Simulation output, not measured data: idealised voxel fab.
process module | voxel gate over fins
cross-section cut | 235 nm wide | cells 5 nm
A cross-section is a grid of square cells, given in bands from the top down. A band is one or more rows of cells.
Each band's line starts with the height of the band's top and of its bottom, in nm. Then come its materials from left to right, each with its width in nm. One material with "throughout" fills the band from edge to edge. "air" is empty space.
Height 0 is the level under which the wafer as received is all one material. The lowest band goes on downwards, as in "0 down".
A width such as "30 to 40" changes by the same amount from each row of cells to the next, from the band's top row to its bottom row.
"no change" after a step means that no cell of the cross-section changed.
closed voids: empty space of 8 cells or more with no open way to the top, each as width x height at its distance from the left edge, in nm
after a step's settings: what the simulator itself notes on the step
overlay nm, on a step with a mask: how far to the right of its planned place the mask lay; to the left if negative
plan
1 op RECEIVE | material Si
2 op CONFORMAL_DEP | material SiN | thk nm 10
3 op DIRECTIONAL_DEP | material aC | thk nm 15
4 op PATTERN | tone cover | mask id FINS | material resist | width nm 15 | pitch nm 40 | thk nm 35 | overlay nm 0
5 op DIRECTIONAL_ETCH | etch materials aC | depth nm 15
6 op STRIP | etch materials resist
7 op DIRECTIONAL_ETCH | etch materials SiN | depth nm 10
8 op DIRECTIONAL_ETCH | etch materials Si | depth nm 40
9 op STRIP | etch materials aC
10 op FILL_DEP | material SiO2 | thk nm 5
11 op CMP | height nm 10
12 op SELECTIVE_ETCH | etch materials SiO2 | depth nm 25
13 op STRIP | etch materials SiN
14 op CONFORMAL_DEP | material HfO2 | thk nm 5
15 op CONFORMAL_DEP | material TiN | thk nm 5
16 op CONFORMAL_DEP | material TiAl | thk nm 5
17 op CONFORMAL_DEP | material TiN | thk nm 5
18 op FILL_DEP | material W | thk nm 10
19 op CMP | height nm 25
20 op CONFORMAL_DEP | material SiN | thk nm 10
as received, after step 1
  0 down: Si throughout
  closed voids: none
first wafer at the end, as planned
  35 to 25: SiN throughout
  25 to 20: W throughout
  20 to 15: W 70 | TiN 95 | W 70
  15 to 10: W 70 | TiN 5 | TiAl 85 | TiN 5 | W 70
  10 to 5: W 70 | TiN 5 | TiAl 5 | TiN 35 | TiAl 5 | TiN 35 | TiAl 5 | TiN 5 | W 70
  5 to 0: TiN 75 | TiAl 5 | TiN 5 | HfO2 25 | TiN 5 | TiAl 5 | TiN 5 | HfO2 25 | TiN 5 | TiAl 5 | TiN 75
  0 to -5: TiAl 80 | TiN 5 | HfO2 5 | Si 15 | HfO2 5 | TiN 5 | TiAl 5 | TiN 5 | HfO2 5 | Si 15 | HfO2 5 | TiN 5 | TiAl 80
  -5 to -10: TiN 85 | HfO2 5 | Si 15 | HfO2 5 | TiN 15 | HfO2 5 | Si 15 | HfO2 5 | TiN 85
  -10 to -15: HfO2 90 | Si 15 | HfO2 25 | Si 15 | HfO2 90
  -15 to -40: SiO2 90 | Si 15 | SiO2 25 | Si 15 | SiO2 90
  -40 down: Si throughout
  closed voids: none
second wafer at the end: like start, like plan, one mistake
  35 to 25: SiN throughout
  25 to 20: W throughout
  20 to 15: W 65 | TiN 95 | W 75
  15 to 10: W 65 | TiN 5 | TiAl 85 | TiN 5 | W 75
  10 to 5: W 65 | TiN 5 | TiAl 5 | TiN 35 | TiAl 5 | TiN 35 | TiAl 5 | TiN 5 | W 75
  5 to 0: TiN 70 | TiAl 5 | TiN 5 | HfO2 25 | TiN 5 | TiAl 5 | TiN 5 | HfO2 25 | TiN 5 | TiAl 5 | TiN 80
  0 to -5: TiAl 75 | TiN 5 | HfO2 5 | Si 15 | HfO2 5 | TiN 5 | TiAl 5 | TiN 5 | HfO2 5 | Si 15 | HfO2 5 | TiN 5 | TiAl 85
  -5 to -10: TiN 80 | HfO2 5 | Si 15 | HfO2 5 | TiN 15 | HfO2 5 | Si 15 | HfO2 5 | TiN 90
  -10 to -15: HfO2 85 | Si 15 | HfO2 25 | Si 15 | HfO2 95
  -15 to -40: SiO2 85 | Si 15 | SiO2 25 | Si 15 | SiO2 95
  -40 down: Si throughout
  closed voids: none
what went wrong: step 4 ran as: op PATTERN | tone cover | mask id FINS | material resist | width nm 15 | pitch nm 40 | thk nm 35 | overlay nm -5
at the end the second wafer has, in cells: as many of each material as the first, in other places
